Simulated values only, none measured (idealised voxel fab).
Documented hereafter: the process module known as voxel gate over fins.
We display cut, a cross-section 280 nm in width whose square cells are each 5 nm.
Think of the cross-section as a grid of square cells. We describe it in bands, top to bottom, and each band covers one or more rows of those cells. For a band, the entry starts with two heights in nm, that of the top and then that of the bottom, and carries on with the band's materials in order from left to right, each alongside its width in nm; the word "all across" beside a single material means it fills the band edge to edge, and "air" means empty space. Basically, 0 is our baseline, since under it the wafer straight out of the box is all one material. The bottom band has no lower end and keeps on going down, so it looks like "0 -> down". Width spec "30 to 40" -> top row of cells at first value, bottom row at second value, equal per-row change in between. The designation "identical to before", where it is given for a processing step, indicates that no cell of the cross-section was altered in the course of that step. "Completely sealed voids": sealed empty spaces, 8 cells or more, no open way to top, listed width x height at distance, with distance from the left edge and width, height and distance in nm. If you see something after the settings on a step's line, that's the simulator's own remark about that step. If you see "overlay nm" on a step's line and that step has a mask, it's telling you how far right of where it was planned the mask ended up; a negative number means it went left instead.
Steps in the process plan:
1. RECEIVE [material Si]
2. CONFORMAL_DEP [material SiN] [thk nm 5]
3. PATTERN [tone cover] [mask id FINS] [material resist] [width nm 15] [pitch nm 45] [thk nm 20] [overlay nm 0]
4. DIRECTIONAL_ETCH [etch materials SiN] [depth nm 5]
5. DIRECTIONAL_ETCH [etch materials Si] [depth nm 35]
6. STRIP [etch materials resist]
7. FILL_DEP [material SiO2] [thk nm 15]
8. CMP [height nm 5]
9. SELECTIVE_ETCH [etch materials SiO2] [depth nm 20]
10. STRIP [etch materials SiN]
11. CONFORMAL_DEP [material HfO2] [thk nm 5]
12. CONFORMAL_DEP [material TiN] [thk nm 5]
13. CONFORMAL_DEP [material TiAl] [thk nm 5]
14. CONFORMAL_DEP [material TiN] [thk nm 5]
15. FILL_DEP [material W] [thk nm 10]
16. CMP [height nm 25]
17. CONFORMAL_DEP [material SiN] [thk nm 10]
First of two wafers, processed according to plan:
Shown in cross-section is the wafer as received, that is, as it stands after step 1:
- 0 -> down: Si all across
- Completely sealed voids: none
How the wafer stands in section after step 2:
- 5 -> 0: SiN all across
- below 0: unchanged
How the wafer stands in section after step 3:
- 25 -> 5: air (110); resist (15); air (30); resist (15); air (110)
- below 5: unchanged
How the wafer stands in section after step 4:
- 25 -> 5: air (110); resist (15); air (30); resist (15); air (110)
- 5 -> 0: air (110); SiN (15); air (30); SiN (15); air (110)
- below 0: unchanged
How the wafer stands in section after step 5:
- 25 -> 5: air (110); resist (15); air (30); resist (15); air (110)
- 5 -> 0: air (110); SiN (15); air (30); SiN (15); air (110)
- 0 -> -35: air (110); Si (15); air (30); Si (15); air (110)
- below -35: unchanged
How the wafer stands in section after step 6:
- 5 -> 0: air (110); SiN (15); air (30); SiN (15); air (110)
- below 0: unchanged
How the wafer stands in section after step 7:
- 20 -> 5: SiO2 all across
- 5 -> 0: SiO2 (110); SiN (15); SiO2 (30); SiN (15); SiO2 (110)
- 0 -> -35: SiO2 (110); Si (15); SiO2 (30); Si (15); SiO2 (110)
- below -35: unchanged
How the wafer stands in section after step 8:
- 5 -> 0: SiO2 (110); SiN (15); SiO2 (30); SiN (15); SiO2 (110)
- below 0: unchanged
How the wafer stands in section after step 9:
- 5 -> 0: air (110); SiN (15); air (30); SiN (15); air (110)
- 0 -> -15: air (110); Si (15); air (30); Si (15); air (110)
- below -15: unchanged
How the wafer stands in section after step 10:
- 0 -> -15: air (110); Si (15); air (30); Si (15); air (110)
- below -15: unchanged
How the wafer stands in section after step 11:
- 5 -> 0: air (105); HfO2 (25); air (20); HfO2 (25); air (105)
- 0 -> -10: air (105); HfO2 (5); Si (15); HfO2 (5); air (20); HfO2 (5); Si (15); HfO2 (5); air (105)
- -10 -> -15: HfO2 (110); Si (15); HfO2 (30); Si (15); HfO2 (110)
- below -15: unchanged
How the wafer stands in section after step 12:
- 10 -> 5: air (100); TiN (35); air (10); TiN (35); air (100)
- 5 -> 0: air (100); TiN (5); HfO2 (25); TiN (5); air (10); TiN (5); HfO2 (25); TiN (5); air (100)
- 0 -> -5: air (100); TiN (5); HfO2 (5); Si (15); HfO2 (5); TiN (5); air (10); TiN (5); HfO2 (5); Si (15); HfO2 (5); TiN (5); air (100)
- -5 -> -10: TiN (105); HfO2 (5); Si (15); HfO2 (5); TiN (20); HfO2 (5); Si (15); HfO2 (5); TiN (105)
- below -10: unchanged
How the wafer stands in section after step 13:
- 15 -> 10: air (95); TiAl (90); air (95)
- 10 -> 5: air (95); TiAl (5); TiN (35); TiAl (10); TiN (35); TiAl (5); air (95)
- 5 -> 0: air (95); TiAl (5); TiN (5); HfO2 (25); TiN (5); TiAl (10); TiN (5); HfO2 (25); TiN (5); TiAl (5); air (95)
- 0 -> -5: TiAl (100); TiN (5); HfO2 (5); Si (15); HfO2 (5); TiN (5); TiAl (10); TiN (5); HfO2 (5); Si (15); HfO2 (5); TiN (5); TiAl (100)
- below -5: unchanged
How the wafer stands in section after step 14:
- 20 -> 15: air (90); TiN (100); air (90)
- 15 -> 10: air (90); TiN (5); TiAl (90); TiN (5); air (90)
- 10 -> 5: air (90); TiN (5); TiAl (5); TiN (35); TiAl (10); TiN (35); TiAl (5); TiN (5); air (90)
- 5 -> 0: TiN (95); TiAl (5); TiN (5); HfO2 (25); TiN (5); TiAl (10); TiN (5); HfO2 (25); TiN (5); TiAl (5); TiN (95)
- below 0: unchanged
How the wafer stands in section after step 15:
- 30 -> 20: W all across
- 20 -> 15: W (90); TiN (100); W (90)
- 15 -> 10: W (90); TiN (5); TiAl (90); TiN (5); W (90)
- 10 -> 5: W (90); TiN (5); TiAl (5); TiN (35); TiAl (10); TiN (35); TiAl (5); TiN (5); W (90)
- below 5: unchanged
How the wafer stands in section after step 16:
- 25 -> 20: W all across
- below 20: unchanged
How the wafer stands in section after step 17:
- 35 -> 25: SiN all across
- below 25: unchanged
Second Wafer (Identical Start and Plan, One Processing Error; Matches First Wafer Through Step 2):
Second wafer, cross-section, planned end of step 3:
- 25 -> 5: resist (110); air (15); resist (30); air (15); resist (110)
- below 5: unchanged
Second wafer, cross-section, planned end of step 4:
- 25 -> 5: resist (110); air (15); resist (30); air (15); resist (110)
- 5 -> 0: SiN (110); air (15); SiN (30); air (15); SiN (110)
- below 0: unchanged
Second wafer, cross-section, planned end of step 5:
- 25 -> 5: resist (110); air (15); resist (30); air (15); resist (110)
- 5 -> 0: SiN (110); air (15); SiN (30); air (15); SiN (110)
- 0 -> -35: Si (110); air (15); Si (30); air (15); Si (110)
- below -35: unchanged
Second wafer, cross-section, planned end of step 6:
- 5 -> 0: SiN (110); air (15); SiN (30); air (15); SiN (110)
- below 0: unchanged
Second wafer, cross-section, planned end of step 7:
- 20 -> 5: SiO2 all across
- 5 -> 0: SiN (110); SiO2 (15); SiN (30); SiO2 (15); SiN (110)
- 0 -> -35: Si (110); SiO2 (15); Si (30); SiO2 (15); Si (110)
- below -35: unchanged
Second wafer, cross-section, planned end of step 8:
- 5 -> 0: SiN (110); SiO2 (15); SiN (30); SiO2 (15); SiN (110)
- below 0: unchanged
Second wafer, cross-section, planned end of step 9:
- 5 -> 0: SiN (110); air (15); SiN (30); air (15); SiN (110)
- 0 -> -15: Si (110); air (15); Si (30); air (15); Si (110)
- below -15: unchanged
Second wafer, cross-section, planned end of step 10:
- 0 -> -15: Si (110); air (15); Si (30); air (15); Si (110)
- below -15: unchanged
Second wafer, cross-section, planned end of step 11:
- 5 -> 0: HfO2 (115); air (5); HfO2 (40); air (5); HfO2 (115)
- 0 -> -10: Si (110); HfO2 (5); air (5); HfO2 (5); Si (30); HfO2 (5); air (5); HfO2 (5); Si (110)
- -10 -> -15: Si (110); HfO2 (15); Si (30); HfO2 (15); Si (110)
- below -15: unchanged
Second wafer, cross-section, planned end of step 12:
- 10 -> 5: TiN all across
- 5 -> 0: HfO2 (115); TiN (5); HfO2 (40); TiN (5); HfO2 (115)
- 0 -> -10: Si (110); HfO2 (5); TiN (5); HfO2 (5); Si (30); HfO2 (5); TiN (5); HfO2 (5); Si (110)
- below -10: unchanged
Second wafer, cross-section, planned end of step 13:
- 15 -> 10: TiAl all across
- below 10: unchanged
Second wafer, cross-section, planned end of step 14:
- 20 -> 15: TiN all across
- below 15: unchanged
Second wafer, cross-section, planned end of step 15:
- 30 -> 20: W all across
- below 20: unchanged
Second wafer, cross-section, planned end of step 16:
- 25 -> 20: W all across
- below 20: unchanged
Second wafer, cross-section, planned end of step 17:
- 35 -> 25: SiN all across
- below 25: unchanged
Want to know what went wrong? the process deviated at step 3: the operation and settings actually run there were PATTERN [tone open] [mask id FINS] [material resist] [width nm 15] [pitch nm 45] [thk nm 20] [overlay nm 0]
Counted in cells at the end, the second wafer holds more or fewer of these materials than the first: +308 Si, -176 SiO2, -12 TiAl, -12 TiN, -108 W
